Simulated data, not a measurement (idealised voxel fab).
The document below concerns the process module designated voxel transistor to metal.
The cross-section shown here is cut; it is 280 nm wide and divided into square cells measuring 5 nm on a side.
How to read a cross-section here: the picture is a grid of square cells, written as bands going from the top down, and any band can span one or more rows of cells. The band entry comprises the height of the band's top followed by the height of its bottom, expressed in nm, and subsequently the band's materials from left to right, each stated together with its width in nm. Where a single material is marked with the word "full width", that material fills the band from edge to edge. The word "empty" represents empty space. Height reference: 0 = level under which incoming wafer is all one material. Lowest band: no bottom, runs on downward, e.g. "0 -> down". Read "30..40" as a graded width: first number on top, second number at the bottom, same change between each pair of neighbouring rows. "all unchanged" -> step changed no cross-section cell. The entry "Voids, sealed" lists the empty spaces that cover at least 8 cells and have no open path to the top. Each is written as width x height at distance, where the distance is measured from the left edge and all three values are in nm. If you see something after the settings on a step's line, that's the simulator's own remark about that step. What "overlay nm" on a step's line means: if the step has a mask, that mask lay this far to the right of its planned place, or, when the value is negative, to the left. If you're wondering how to read the rest of this, here's the deal. It's pairs of cross-sections: one from before a process step, one from after it. The after one is only drawn as far down as the lowest band that changed. Right under each pair you'll see which step sits between them and what its settings were. Don't read the pairs as one continuous story, though. They can come from different runs of this module on the same starting wafer, and a pair only carries on from the one above it where its entry headed "Preceding state" says so.
Preceding state
    0 -> down = Si full width
    Voids, sealed: none
Post-Step Cross-Section
    0 -> -5 = SiO2 full width
    Unchanged below -5.
    Voids, sealed: none
Before/after cross-sections above; step in between: OXIDIZE: depth nm 5
Preceding state: unchanged from the after cross-section in the pair immediately above; refer to that figure.
Post-Step Cross-Section
    10 -> 0 = SiN full width
    Unchanged below 0.
    Voids, sealed: none
Before/after cross-sections above; step in between: CONFORMAL_DEP: material SiN, thk nm 10
Preceding state: unchanged from the after cross-section in the pair immediately above; refer to that figure.
Post-Step Cross-Section
    25 -> 10 = empty 25 nm  resist 105 nm  empty 20 nm  resist 105 nm  empty 25 nm
    Unchanged below 10.
    Voids, sealed: none
Before/after cross-sections above; step in between: PATTERN: tone cover, mask id ACTIVE, material resist, width nm 105, pitch nm 125, thk nm 15, overlay nm 0
Preceding state: unchanged from the after cross-section in the pair immediately above; refer to that figure.
Post-Step Cross-Section
    25 -> 10 = empty 25 nm  resist 105 nm  empty 20 nm  resist 105 nm  empty 25 nm
    10 -> 0 = empty 25 nm  SiN 105 nm  empty 20 nm  SiN 105 nm  empty 25 nm
    Unchanged below 0.
    Voids, sealed: none
Before/after cross-sections above; step in between: DIRECTIONAL_ETCH: etch materials SiN, depth nm 10
Preceding state: unchanged from the after cross-section in the pair immediately above; refer to that figure.
Post-Step Cross-Section
    25 -> 10 = empty 25 nm  resist 105 nm  empty 20 nm  resist 105 nm  empty 25 nm
    10 -> 0 = empty 25 nm  SiN 105 nm  empty 20 nm  SiN 105 nm  empty 25 nm
    0 -> -5 = empty 25 nm  SiO2 105 nm  empty 20 nm  SiO2 105 nm  empty 25 nm
    Unchanged below -5.
    Voids, sealed: none
Before/after cross-sections above; step in between: DIRECTIONAL_ETCH: etch materials SiO2, depth nm 5
Preceding state: unchanged from the after cross-section in the pair immediately above; refer to that figure.
Post-Step Cross-Section
    25 -> 10 = empty 25 nm  resist 105 nm  empty 20 nm  resist 105 nm  empty 25 nm
    10 -> 0 = empty 25 nm  SiN 105 nm  empty 20 nm  SiN 105 nm  empty 25 nm
    0 -> -5 = empty 25 nm  SiO2 105 nm  empty 20 nm  SiO2 105 nm  empty 25 nm
    -5 -> -35 = empty 25 nm  Si 105 nm  empty 20 nm  Si 105 nm  empty 25 nm
    Unchanged below -35.
    Voids, sealed: none
Before/after cross-sections above; step in between: DIRECTIONAL_ETCH: etch materials Si, depth nm 30
Preceding state: unchanged from the after cross-section in the pair immediately above; refer to that figure.
Post-Step Cross-Section
    10 -> 0 = empty 25 nm  SiN 105 nm  empty 20 nm  SiN 105 nm  empty 25 nm
    Unchanged below 0.
    Voids, sealed: none
Before/after cross-sections above; step in between: STRIP: etch materials resist
Preceding state: unchanged from the after cross-section in the pair immediately above; refer to that figure.
Post-Step Cross-Section
    10 -> 0 = empty 25 nm  SiN 105 nm  empty 20 nm  SiN 105 nm  empty 25 nm
    0 -> -5 = empty 25 nm  SiO2 105 nm  empty 20 nm  SiO2 105 nm  empty 25 nm
    -5 -> -35 = empty 25 nm  SiO2 5 nm  Si 95 nm  SiO2 5 nm  empty 20 nm  SiO2 5 nm  Si 95 nm  SiO2 5 nm  empty 25 nm
    -35 -> -40 = SiO2 30 nm  Si 95 nm  SiO2 30 nm  Si 95 nm  SiO2 30 nm
    Unchanged below -40.
    Voids, sealed: none
Before/after cross-sections above; step in between: OXIDIZE: depth nm 5
Preceding state: unchanged from the after cross-section in the pair immediately above; refer to that figure.
Post-Step Cross-Section
    25 -> 10 = SiO2 full width
    10 -> 0 = SiO2 25 nm  SiN 105 nm  SiO2 20 nm  SiN 105 nm  SiO2 25 nm
    0 -> -5 = SiO2 full width
    -5 -> -40 = SiO2 30 nm  Si 95 nm  SiO2 30 nm  Si 95 nm  SiO2 30 nm
    Unchanged below -40.
    Voids, sealed: none
Before/after cross-sections above; step in between: FILL_DEP: material SiO2, thk nm 15
Preceding state: unchanged from the after cross-section in the pair immediately above; refer to that figure.
Post-Step Cross-Section
    10 -> 0 = SiO2 25 nm  SiN 105 nm  SiO2 20 nm  SiN 105 nm  SiO2 25 nm
    Unchanged below 0.
    Voids, sealed: none
Before/after cross-sections above; step in between: CMP: height nm 10
Preceding state: unchanged from the after cross-section in the pair immediately above; refer to that figure.
Post-Step Cross-Section
    10 -> 5 = empty 25 nm  SiN 105 nm  empty 20 nm  SiN 105 nm  empty 25 nm
    Unchanged below 5.
    Voids, sealed: none
Before/after cross-sections above; step in between: SELECTIVE_ETCH: etch materials SiO2, depth nm 5
Preceding state: unchanged from the after cross-section in the pair immediately above; refer to that figure.
Post-Step Cross-Section
    5 -> 0 = SiO2 25 nm  empty 105 nm  SiO2 20 nm  empty 105 nm  SiO2 25 nm
    Unchanged below 0.
    Voids, sealed: none
Before/after cross-sections above; step in between: STRIP: etch materials SiN
Preceding state: unchanged from the after cross-section in the pair immediately above; refer to that figure.
Post-Step Cross-Section
    0 -> -5 = SiO2 20 nm  empty 115 nm  SiO2 10 nm  empty 115 nm  SiO2 20 nm
    Unchanged below -5.
    Voids, sealed: none
Before/after cross-sections above; step in between: SELECTIVE_ETCH: etch materials SiO2, depth nm 5
Preceding state: unchanged from the after cross-section in the pair immediately above; refer to that figure.
Post-Step Cross-Section
    0 -> -5 = SiO2 20 nm  empty 115 nm  SiO2 10 nm  empty 115 nm  SiO2 20 nm
    -5 -> -10 = SiO2 full width
    Unchanged below -10.
    Voids, sealed: none
Before/after cross-sections above; step in between: OXIDIZE: depth nm 5
Preceding state: unchanged from the after cross-section in the pair immediately above; refer to that figure.
Post-Step Cross-Section
    20 -> 15 = polySi 20 nm  empty 115 nm  polySi 10 nm  empty 115 nm  polySi 20 nm
    15 -> 0 = polySi full width
    0 -> -5 = SiO2 20 nm  polySi 115 nm  SiO2 10 nm  polySi 115 nm  SiO2 20 nm
    Unchanged below -5.
    Voids, sealed: none
Before/after cross-sections above; step in between: DIRECTIONAL_DEP: material polySi, thk nm 20
Preceding state: unchanged from the after cross-section in the pair immediately above; refer to that figure.
Post-Step Cross-Section
    35 -> 30 = SiCN 20 nm  empty 115 nm  SiCN 10 nm  empty 115 nm  SiCN 20 nm
    30 -> 20 = SiCN full width
    20 -> 15 = polySi 20 nm  SiCN 115 nm  polySi 10 nm  SiCN 115 nm  polySi 20 nm
    Unchanged below 15.
    Voids, sealed: none
Before/after cross-sections above; step in between: DIRECTIONAL_DEP: material SiCN, thk nm 15
Preceding state: unchanged from the after cross-section in the pair immediately above; refer to that figure.
Post-Step Cross-Section
    50 -> 45 = aC 20 nm  empty 115 nm  aC 10 nm  empty 115 nm  aC 20 nm
    45 -> 35 = aC full width
    35 -> 30 = SiCN 20 nm  aC 115 nm  SiCN 10 nm  aC 115 nm  SiCN 20 nm
    Unchanged below 30.
    Voids, sealed: none
Before/after cross-sections above; step in between: DIRECTIONAL_DEP: material aC, thk nm 15
Preceding state: unchanged from the after cross-section in the pair immediately above; refer to that figure.
Post-Step Cross-Section
    80 -> 50 = empty 70 nm  resist 15 nm  empty 110 nm  resist 15 nm  empty 70 nm
    50 -> 45 = aC 20 nm  empty 50 nm  resist 15 nm  empty 50 nm  aC 10 nm  empty 50 nm  resist 15 nm  empty 50 nm  aC 20 nm
    Unchanged below 45.
    Voids, sealed: none
Before/after cross-sections above; step in between: PATTERN: tone cover, mask id GATE, material resist, width nm 15, pitch nm 125, thk nm 30, overlay nm 0
Preceding state: unchanged from the after cross-section in the pair immediately above; refer to that figure.
Post-Step Cross-Section
    65 -> 45 = empty 70 nm  resist 15 nm  empty 110 nm  resist 15 nm  empty 70 nm
    45 -> 35 = empty 70 nm  aC 15 nm  empty 110 nm  aC 15 nm  empty 70 nm
    35 -> 30 = SiCN 20 nm  empty 50 nm  aC 15 nm  empty 50 nm  SiCN 10 nm  empty 50 nm  aC 15 nm  empty 50 nm  SiCN 20 nm
    Unchanged below 30.
    Voids, sealed: none
Before/after cross-sections above; step in between: DIRECTIONAL_ETCH: etch materials aC, depth nm 15
Preceding state: unchanged from the after cross-section in the pair immediately above; refer to that figure.
Post-Step Cross-Section
    45 -> 35 = empty 70 nm  aC 15 nm  empty 110 nm  aC 15 nm  empty 70 nm
    Unchanged below 35.
    Voids, sealed: none
Before/after cross-sections above; step in between: STRIP: etch materials resist
Preceding state: unchanged from the after cross-section in the pair immediately above; refer to that figure.
Post-Step Cross-Section
    45 -> 30 = empty 70 nm  aC 15 nm  empty 110 nm  aC 15 nm  empty 70 nm
    30 -> 20 = empty 70 nm  SiCN 15 nm  empty 110 nm  SiCN 15 nm  empty 70 nm
    20 -> 15 = polySi 20 nm  empty 50 nm  SiCN 15 nm  empty 50 nm  polySi 10 nm  empty 50 nm  SiCN 15 nm  empty 50 nm  polySi 20 nm
    Unchanged below 15.
    Voids, sealed: none
Before/after cross-sections above; step in between: DIRECTIONAL_ETCH: etch materials SiCN, depth nm 25
Preceding state: unchanged from the after cross-section in the pair immediately above; refer to that figure.
Post-Step Cross-Section
    45 -> 30 = empty 70 nm  aC 15 nm  empty 110 nm  aC 15 nm  empty 70 nm
    30 -> 15 = empty 70 nm  SiCN 15 nm  empty 110 nm  SiCN 15 nm  empty 70 nm
    15 -> 0 = empty 70 nm  polySi 15 nm  empty 110 nm  polySi 15 nm  empty 70 nm
    0 -> -5 = SiO2 20 nm  empty 50 nm  polySi 15 nm  empty 50 nm  SiO2 10 nm  empty 50 nm  polySi 15 nm  empty 50 nm  SiO2 20 nm
    Unchanged below -5.
    Voids, sealed: none
Before/after cross-sections above; step in between: DIRECTIONAL_ETCH: etch materials polySi, depth nm 30
Preceding state: unchanged from the after cross-section in the pair immediately above; refer to that figure.
Post-Step Cross-Section
    30 -> 15 = empty 70 nm  SiCN 15 nm  empty 110 nm  SiCN 15 nm  empty 70 nm
    Unchanged below 15.
    Voids, sealed: none
Before/after cross-sections above; step in between: STRIP: etch materials aC
Preceding state: unchanged from the after cross-section in the pair immediately above; refer to that figure.
Post-Step Cross-Section
    35 -> 30 = empty 65 nm  SiO2 25 nm  empty 100 nm  SiO2 25 nm  empty 65 nm
    30 -> 15 = empty 65 nm  SiO2 5 nm  SiCN 15 nm  SiO2 5 nm  empty 100 nm  SiO2 5 nm  SiCN 15 nm  SiO2 5 nm  empty 65 nm
    15 -> 5 = empty 65 nm  SiO2 5 nm  polySi 15 nm  SiO2 5 nm  empty 100 nm  SiO2 5 nm  polySi 15 nm  SiO2 5 nm  empty 65 nm
    5 -> 0 = SiO2 25 nm  empty 40 nm  SiO2 5 nm  polySi 15 nm  SiO2 5 nm  empty 40 nm  SiO2 20 nm  empty 40 nm  SiO2 5 nm  polySi 15 nm  SiO2 5 nm  empty 40 nm  SiO2 25 nm
    0 -> -5 = SiO2 70 nm  polySi 15 nm  SiO2 110 nm  polySi 15 nm  SiO2 70 nm
    Unchanged below -5.
    Voids, sealed: none
Before/after cross-sections above; step in between: CONFORMAL_DEP: material SiO2, thk nm 5
Preceding state: unchanged from the after cross-section in the pair immediately above; refer to that figure.
Post-Step Cross-Section
    30 -> 15 = empty 65 nm  SiO2 5 nm  SiCN 15 nm  SiO2 5 nm  empty 100 nm  SiO2 5 nm  SiCN 15 nm  SiO2 5 nm  empty 65 nm
    15 -> 0 = empty 65 nm  SiO2 5 nm  polySi 15 nm  SiO2 5 nm  empty 100 nm  SiO2 5 nm  polySi 15 nm  SiO2 5 nm  empty 65 nm
    0 -> -5 = SiO2 25 nm  empty 40 nm  SiO2 5 nm  polySi 15 nm  SiO2 5 nm  empty 40 nm  SiO2 20 nm  empty 40 nm  SiO2 5 nm  polySi 15 nm  SiO2 5 nm  empty 40 nm  SiO2 25 nm
    Unchanged below -5.
    Voids, sealed: none
Before/after cross-sections above; step in between: DIRECTIONAL_ETCH: etch materials SiO2, depth nm 5
Preceding state: unchanged from the after cross-section in the pair immediately above; refer to that figure.
Post-Step Cross-Section
    35 -> 30 = empty 60 nm  SiN 35 nm  empty 90 nm  SiN 35 nm  empty 60 nm
    30 -> 15 = empty 60 nm  SiN 5 nm  SiO2 5 nm  SiCN 15 nm  SiO2 5 nm  SiN 5 nm  empty 90 nm  SiN 5 nm  SiO2 5 nm  SiCN 15 nm  SiO2 5 nm  SiN 5 nm  empty 60 nm
    15 -> 5 = empty 60 nm  SiN 5 nm  SiO2 5 nm  polySi 15 nm  SiO2 5 nm  SiN 5 nm  empty 90 nm  SiN 5 nm  SiO2 5 nm  polySi 15 nm  SiO2 5 nm  SiN 5 nm  empty 60 nm
    5 -> 0 = SiN 30 nm  empty 30 nm  SiN 5 nm  SiO2 5 nm  polySi 15 nm  SiO2 5 nm  SiN 5 nm  empty 30 nm  SiN 30 nm  empty 30 nm  SiN 5 nm  SiO2 5 nm  polySi 15 nm  SiO2 5 nm  SiN 5 nm  empty 30 nm  SiN 30 nm
    0 -> -5 = SiO2 25 nm  SiN 40 nm  SiO2 5 nm  polySi 15 nm  SiO2 5 nm  SiN 40 nm  SiO2 20 nm  SiN 40 nm  SiO2 5 nm  polySi 15 nm  SiO2 5 nm  SiN 40 nm  SiO2 25 nm
    Unchanged below -5.
    Voids, sealed: none
Before/after cross-sections above; step in between: CONFORMAL_DEP: material SiN, thk nm 5
Preceding state: unchanged from the after cross-section in the pair immediately above; refer to that figure.
Post-Step Cross-Section
    30 -> 15 = empty 60 nm  SiN 5 nm  SiO2 5 nm  SiCN 15 nm  SiO2 5 nm  SiN 5 nm  empty 90 nm  SiN 5 nm  SiO2 5 nm  SiCN 15 nm  SiO2 5 nm  SiN 5 nm  empty 60 nm
    15 -> 0 = empty 60 nm  SiN 5 nm  SiO2 5 nm  polySi 15 nm  SiO2 5 nm  SiN 5 nm  empty 90 nm  SiN 5 nm  SiO2 5 nm  polySi 15 nm  SiO2 5 nm  SiN 5 nm  empty 60 nm
    0 -> -5 = SiO2 25 nm  SiN 5 nm  empty 30 nm  SiN 5 nm  SiO2 5 nm  polySi 15 nm  SiO2 5 nm  SiN 5 nm  empty 30 nm  SiN 5 nm  SiO2 20 nm  SiN 5 nm  empty 30 nm  SiN 5 nm  SiO2 5 nm  polySi 15 nm  SiO2 5 nm  SiN 5 nm  empty 30 nm  SiN 5 nm  SiO2 25 nm
    Unchanged below -5.
    Voids, sealed: none
Before/after cross-sections above; step in between: DIRECTIONAL_ETCH: etch materials SiN, depth nm 5
Preceding state: unchanged from the after cross-section in the pair immediately above; refer to that figure.
Post-Step Cross-Section
    30 -> 25 = empty 60 nm  SiN 5 nm  empty 5 nm  SiCN 15 nm  empty 5 nm  SiN 5 nm  empty 90 nm  SiN 5 nm  empty 5 nm  SiCN 15 nm  empty 5 nm  SiN 5 nm  empty 60 nm
    25 -> 15 = empty 60 nm  SiN 5 nm  SiO2 5 nm  SiCN 15 nm  SiO2 5 nm  SiN 5 nm  empty 90 nm  SiN 5 nm  SiO2 5 nm  SiCN 15 nm  SiO2 5 nm  SiN 5 nm  empty 60 nm
    15 -> 0 = empty 60 nm  SiN 5 nm  SiO2 5 nm  polySi 15 nm  SiO2 5 nm  SiN 5 nm  empty 90 nm  SiN 5 nm  SiO2 5 nm  polySi 15 nm  SiO2 5 nm  SiN 5 nm  empty 60 nm
    0 -> -5 = empty 25 nm  SiN 5 nm  empty 30 nm  SiN 5 nm  SiO2 5 nm  polySi 15 nm  SiO2 5 nm  SiN 5 nm  empty 30 nm  SiN 5 nm  empty 20 nm  SiN 5 nm  empty 30 nm  SiN 5 nm  SiO2 5 nm  polySi 15 nm  SiO2 5 nm  SiN 5 nm  empty 30 nm  SiN 5 nm  empty 25 nm
    -5 -> -10 = SiO2 30 nm  empty 30 nm  SiO2 35 nm  empty 30 nm  SiO2 30 nm  empty 30 nm  SiO2 35 nm  empty 30 nm  SiO2 30 nm
    Unchanged below -10.
    Voids, sealed: none
Before/after cross-sections above; step in between: DIRECTIONAL_ETCH: etch materials SiO2, depth nm 5
Preceding state: unchanged from the after cross-section in the pair immediately above; refer to that figure.
Post-Step Cross-Section
    30 -> 25 = empty 60 nm  SiN 5 nm  empty 5 nm  SiCN 15 nm  empty 5 nm  SiN 5 nm  empty 90 nm  SiN 5 nm  empty 5 nm  SiCN 15 nm  empty 5 nm  SiN 5 nm  empty 60 nm
    25 -> 15 = empty 60 nm  SiN 5 nm  SiO2 5 nm  SiCN 15 nm  SiO2 5 nm  SiN 5 nm  empty 90 nm  SiN 5 nm  SiO2 5 nm  SiCN 15 nm  SiO2 5 nm  SiN 5 nm  empty 60 nm
    15 -> 0 = empty 60 nm  SiN 5 nm  SiO2 5 nm  polySi 15 nm  SiO2 5 nm  SiN 5 nm  empty 90 nm  SiN 5 nm  SiO2 5 nm  polySi 15 nm  SiO2 5 nm  SiN 5 nm  empty 60 nm
    0 -> -5 = empty 25 nm  SiN 5 nm  empty 30 nm  SiN 5 nm  SiO2 5 nm  polySi 15 nm  SiO2 5 nm  SiN 5 nm  empty 30 nm  SiN 5 nm  empty 20 nm  SiN 5 nm  empty 30 nm  SiN 5 nm  SiO2 5 nm  polySi 15 nm  SiO2 5 nm  SiN 5 nm  empty 30 nm  SiN 5 nm  empty 25 nm
    -5 -> -10 = SiO2 30 nm  empty 30 nm  SiO2 35 nm  empty 30 nm  SiO2 30 nm  empty 30 nm  SiO2 35 nm  empty 30 nm  SiO2 30 nm
    -10 -> -20 = SiO2 30 nm  empty 30 nm  Si 35 nm  empty 30 nm  SiO2 30 nm  empty 30 nm  Si 35 nm  empty 30 nm  SiO2 30 nm
    Unchanged below -20.
    Voids, sealed: none
Before/after cross-sections above; step in between: DIRECTIONAL_ETCH: etch materials Si, depth nm 10
Preceding state: unchanged from the after cross-section in the pair immediately above; refer to that figure.
Post-Step Cross-Section
    30 -> 25 = empty 60 nm  SiN 5 nm  empty 5 nm  SiCN 15 nm  empty 5 nm  SiN 5 nm  empty 90 nm  SiN 5 nm  empty 5 nm  SiCN 15 nm  empty 5 nm  SiN 5 nm  empty 60 nm
    25 -> 15 = empty 60 nm  SiN 5 nm  SiO2 5 nm  SiCN 15 nm  SiO2 5 nm  SiN 5 nm  empty 90 nm  SiN 5 nm  SiO2 5 nm  SiCN 15 nm  SiO2 5 nm  SiN 5 nm  empty 60 nm
    15 -> 5 = empty 60 nm  SiN 5 nm  SiO2 5 nm  polySi 15 nm  SiO2 5 nm  SiN 5 nm  empty 90 nm  SiN 5 nm  SiO2 5 nm  polySi 15 nm  SiO2 5 nm  SiN 5 nm  empty 60 nm
    5 -> 0 = empty 45 nm  pSi 15 nm  SiN 5 nm  SiO2 5 nm  polySi 15 nm  SiO2 5 nm  SiN 5 nm  pSi 15 nm  empty 60 nm  pSi 15 nm  SiN 5 nm  SiO2 5 nm  polySi 15 nm  SiO2 5 nm  SiN 5 nm  pSi 15 nm  empty 45 nm
    0 -> -5 = empty 25 nm  SiN 5 nm  empty 15 nm  pSi 15 nm  SiN 5 nm  SiO2 5 nm  polySi 15 nm  SiO2 5 nm  SiN 5 nm  pSi 15 nm  empty 15 nm  SiN 5 nm  empty 20 nm  SiN 5 nm  empty 15 nm  pSi 15 nm  SiN 5 nm  SiO2 5 nm  polySi 15 nm  SiO2 5 nm  SiN 5 nm  pSi 15 nm  empty 15 nm  SiN 5 nm  empty 25 nm
    -5 -> -10 = SiO2 30 nm  pSi 30 nm  SiO2 35 nm  pSi 30 nm  SiO2 30 nm  pSi 30 nm  SiO2 35 nm  pSi 30 nm  SiO2 30 nm
    -10 -> -20 = SiO2 30 nm  pSi 30 nm  Si 35 nm  pSi 30 nm  SiO2 30 nm  pSi 30 nm  Si 35 nm  pSi 30 nm  SiO2 30 nm
    Unchanged below -20.
    Voids, sealed: none
Before/after cross-sections above; step in between: EPI: material pSi, thk nm 15
Preceding state: unchanged from the after cross-section in the pair immediately above; refer to that figure.
Post-Step Cross-Section
    35 -> 30 = SiO2 full width
    30 -> 15 = SiO2 60 nm  SiN 5 nm  SiO2 5 nm  SiCN 15 nm  SiO2 5 nm  SiN 5 nm  SiO2 90 nm  SiN 5 nm  SiO2 5 nm  SiCN 15 nm  SiO2 5 nm  SiN 5 nm  SiO2 60 nm
    15 -> 5 = SiO2 60 nm  SiN 5 nm  SiO2 5 nm  polySi 15 nm  SiO2 5 nm  SiN 5 nm  SiO2 90 nm  SiN 5 nm  SiO2 5 nm  polySi 15 nm  SiO2 5 nm  SiN 5 nm  SiO2 60 nm
    5 -> 0 = SiO2 45 nm  pSi 15 nm  SiN 5 nm  SiO2 5 nm  polySi 15 nm  SiO2 5 nm  SiN 5 nm  pSi 15 nm  SiO2 60 nm  pSi 15 nm  SiN 5 nm  SiO2 5 nm  polySi 15 nm  SiO2 5 nm  SiN 5 nm  pSi 15 nm  SiO2 45 nm
    0 -> -5 = SiO2 25 nm  SiN 5 nm  SiO2 15 nm  pSi 15 nm  SiN 5 nm  SiO2 5 nm  polySi 15 nm  SiO2 5 nm  SiN 5 nm  pSi 15 nm  SiO2 15 nm  SiN 5 nm  SiO2 20 nm  SiN 5 nm  SiO2 15 nm  pSi 15 nm  SiN 5 nm  SiO2 5 nm  polySi 15 nm  SiO2 5 nm  SiN 5 nm  pSi 15 nm  SiO2 15 nm  SiN 5 nm  SiO2 25 nm
    Unchanged below -5.
    Voids, sealed: none
Before/after cross-sections above; step in between: FILL_DEP: material SiO2, thk nm 5
Preceding state: unchanged from the after cross-section in the pair immediately above; refer to that figure.
Post-Step Cross-Section
    30 -> 15 = SiO2 60 nm  SiN 5 nm  SiO2 5 nm  SiCN 15 nm  SiO2 5 nm  SiN 5 nm  SiO2 90 nm  SiN 5 nm  SiO2 5 nm  SiCN 15 nm  SiO2 5 nm  SiN 5 nm  SiO2 60 nm
    Unchanged below 15.
    Voids, sealed: none
Before/after cross-sections above; step in between: CMP: height nm 30
Preceding state: unchanged from the after cross-section in the pair immediately above; refer to that figure.
Post-Step Cross-Section
    40 -> 30 = SiO2 full width
    Unchanged below 30.
    Voids, sealed: none
Before/after cross-sections above; step in between: DIRECTIONAL_DEP: material SiO2, thk nm 10
Preceding state: unchanged from the after cross-section in the pair immediately above; refer to that figure.
Post-Step Cross-Section
    40 -> 30 = SiO2 30 nm  empty 35 nm  SiO2 25 nm  empty 35 nm  SiO2 30 nm  empty 35 nm  SiO2 25 nm  empty 35 nm  SiO2 30 nm
    30 -> 15 = SiO2 30 nm  empty 30 nm  SiN 5 nm  SiO2 5 nm  SiCN 15 nm  SiO2 5 nm  SiN 5 nm  empty 30 nm  SiO2 30 nm  empty 30 nm  SiN 5 nm  SiO2 5 nm  SiCN 15 nm  SiO2 5 nm  SiN 5 nm  empty 30 nm  SiO2 30 nm
    15 -> 5 = SiO2 30 nm  empty 30 nm  SiN 5 nm  SiO2 5 nm  polySi 15 nm  SiO2 5 nm  SiN 5 nm  empty 30 nm  SiO2 30 nm  empty 30 nm  SiN 5 nm  SiO2 5 nm  polySi 15 nm  SiO2 5 nm  SiN 5 nm  empty 30 nm  SiO2 30 nm
    5 -> 0 = SiO2 30 nm  empty 15 nm  pSi 15 nm  SiN 5 nm  SiO2 5 nm  polySi 15 nm  SiO2 5 nm  SiN 5 nm  pSi 15 nm  empty 15 nm  SiO2 30 nm  empty 15 nm  pSi 15 nm  SiN 5 nm  SiO2 5 nm  polySi 15 nm  SiO2 5 nm  SiN 5 nm  pSi 15 nm  empty 15 nm  SiO2 30 nm
    0 -> -5 = SiO2 25 nm  SiN 5 nm  empty 15 nm  pSi 15 nm  SiN 5 nm  SiO2 5 nm  polySi 15 nm  SiO2 5 nm  SiN 5 nm  pSi 15 nm  empty 15 nm  SiN 5 nm  SiO2 20 nm  SiN 5 nm  empty 15 nm  pSi 15 nm  SiN 5 nm  SiO2 5 nm  polySi 15 nm  SiO2 5 nm  SiN 5 nm  pSi 15 nm  empty 15 nm  SiN 5 nm  SiO2 25 nm
    Unchanged below -5.
    Voids, sealed: none
Before/after cross-sections above; step in between: MASKED_ETCH: tone open, mask id CONTACT, width nm 35, etch materials SiO2, depth nm 45, overlay nm 0
Preceding state: unchanged from the after cross-section in the pair immediately above; refer to that figure.
Post-Step Cross-Section
    45 -> 40 = TiN 35 nm  empty 25 nm  TiN 35 nm  empty 25 nm  TiN 40 nm  empty 25 nm  TiN 35 nm  empty 25 nm  TiN 35 nm
    40 -> 30 = SiO2 30 nm  TiN 5 nm  empty 25..20 nm  TiN 5..10 nm  SiO2 25 nm  TiN 5..10 nm  empty 25..20 nm  TiN 5 nm  SiO2 30 nm  TiN 5 nm  empty 25..20 nm  TiN 5..10 nm  SiO2 25 nm  TiN 5..10 nm  empty 25..20 nm  TiN 5 nm  SiO2 30 nm
    30 -> 15 = SiO2 30 nm  TiN 5 nm  empty 20 nm  TiN 5 nm  SiN 5 nm  SiO2 5 nm  SiCN 15 nm  SiO2 5 nm  SiN 5 nm  TiN 5 nm  empty 20 nm  TiN 5 nm  SiO2 30 nm  TiN 5 nm  empty 20 nm  TiN 5 nm  SiN 5 nm  SiO2 5 nm  SiCN 15 nm  SiO2 5 nm  SiN 5 nm  TiN 5 nm  empty 20 nm  TiN 5 nm  SiO2 30 nm
    15 -> 5 = SiO2 30 nm  TiN 5 nm  empty 20..5 nm  TiN 5..20 nm  SiN 5 nm  SiO2 5 nm  polySi 15 nm  SiO2 5 nm  SiN 5 nm  TiN 5..20 nm  empty 20..5 nm  TiN 5 nm  SiO2 30 nm  TiN 5 nm  empty 20..5 nm  TiN 5..20 nm  SiN 5 nm  SiO2 5 nm  polySi 15 nm  SiO2 5 nm  SiN 5 nm  TiN 5..20 nm  empty 20..5 nm  TiN 5 nm  SiO2 30 nm
    5 -> 0 = SiO2 30 nm  TiN 5 nm  empty 5 nm  TiN 5 nm  pSi 15 nm  SiN 5 nm  SiO2 5 nm  polySi 15 nm  SiO2 5 nm  SiN 5 nm  pSi 15 nm  TiN 5 nm  empty 5 nm  TiN 5 nm  SiO2 30 nm  TiN 5 nm  empty 5 nm  TiN 5 nm  pSi 15 nm  SiN 5 nm  SiO2 5 nm  polySi 15 nm  SiO2 5 nm  SiN 5 nm  pSi 15 nm  TiN 5 nm  empty 5 nm  TiN 5 nm  SiO2 30 nm
    0 -> -5 = SiO2 25 nm  SiN 5 nm  TiN 15 nm  pSi 15 nm  SiN 5 nm  SiO2 5 nm  polySi 15 nm  SiO2 5 nm  SiN 5 nm  pSi 15 nm  TiN 15 nm  SiN 5 nm  SiO2 20 nm  SiN 5 nm  TiN 15 nm  pSi 15 nm  SiN 5 nm  SiO2 5 nm  polySi 15 nm  SiO2 5 nm  SiN 5 nm  pSi 15 nm  TiN 15 nm  SiN 5 nm  SiO2 25 nm
    Unchanged below -5.
    Voids, sealed: none
Before/after cross-sections above; step in between: CONFORMAL_DEP: material TiN, thk nm 5
Preceding state: unchanged from the after cross-section in the pair immediately above; refer to that figure.
Post-Step Cross-Section
    55 -> 45 = Ru full width
    45 -> 40 = TiN 35 nm  Ru 25 nm  TiN 35 nm  Ru 25 nm  TiN 40 nm  Ru 25 nm  TiN 35 nm  Ru 25 nm  TiN 35 nm
    40 -> 30 = SiO2 30 nm  TiN 5 nm  Ru 25..20 nm  TiN 5..10 nm  SiO2 25 nm  TiN 5..10 nm  Ru 25..20 nm  TiN 5 nm  SiO2 30 nm  TiN 5 nm  Ru 25..20 nm  TiN 5..10 nm  SiO2 25 nm  TiN 5..10 nm  Ru 25..20 nm  TiN 5 nm  SiO2 30 nm
    30 -> 15 = SiO2 30 nm  TiN 5 nm  Ru 20 nm  TiN 5 nm  SiN 5 nm  SiO2 5 nm  SiCN 15 nm  SiO2 5 nm  SiN 5 nm  TiN 5 nm  Ru 20 nm  TiN 5 nm  SiO2 30 nm  TiN 5 nm  Ru 20 nm  TiN 5 nm  SiN 5 nm  SiO2 5 nm  SiCN 15 nm  SiO2 5 nm  SiN 5 nm  TiN 5 nm  Ru 20 nm  TiN 5 nm  SiO2 30 nm
    15 -> 5 = SiO2 30 nm  TiN 5 nm  Ru 20..5 nm  TiN 5..20 nm  SiN 5 nm  SiO2 5 nm  polySi 15 nm  SiO2 5 nm  SiN 5 nm  TiN 5..20 nm  Ru 20..5 nm  TiN 5 nm  SiO2 30 nm  TiN 5 nm  Ru 20..5 nm  TiN 5..20 nm  SiN 5 nm  SiO2 5 nm  polySi 15 nm  SiO2 5 nm  SiN 5 nm  TiN 5..20 nm  Ru 20..5 nm  TiN 5 nm  SiO2 30 nm
    5 -> 0 = SiO2 30 nm  TiN 5 nm  Ru 5 nm  TiN 5 nm  pSi 15 nm  SiN 5 nm  SiO2 5 nm  polySi 15 nm  SiO2 5 nm  SiN 5 nm  pSi 15 nm  TiN 5 nm  Ru 5 nm  TiN 5 nm  SiO2 30 nm  TiN 5 nm  Ru 5 nm  TiN 5 nm  pSi 15 nm  SiN 5 nm  SiO2 5 nm  polySi 15 nm  SiO2 5 nm  SiN 5 nm  pSi 15 nm  TiN 5 nm  Ru 5 nm  TiN 5 nm  SiO2 30 nm
    Unchanged below 0.
    Voids, sealed: none
Before/after cross-sections above; step in between: FILL_DEP: material Ru, thk nm 10
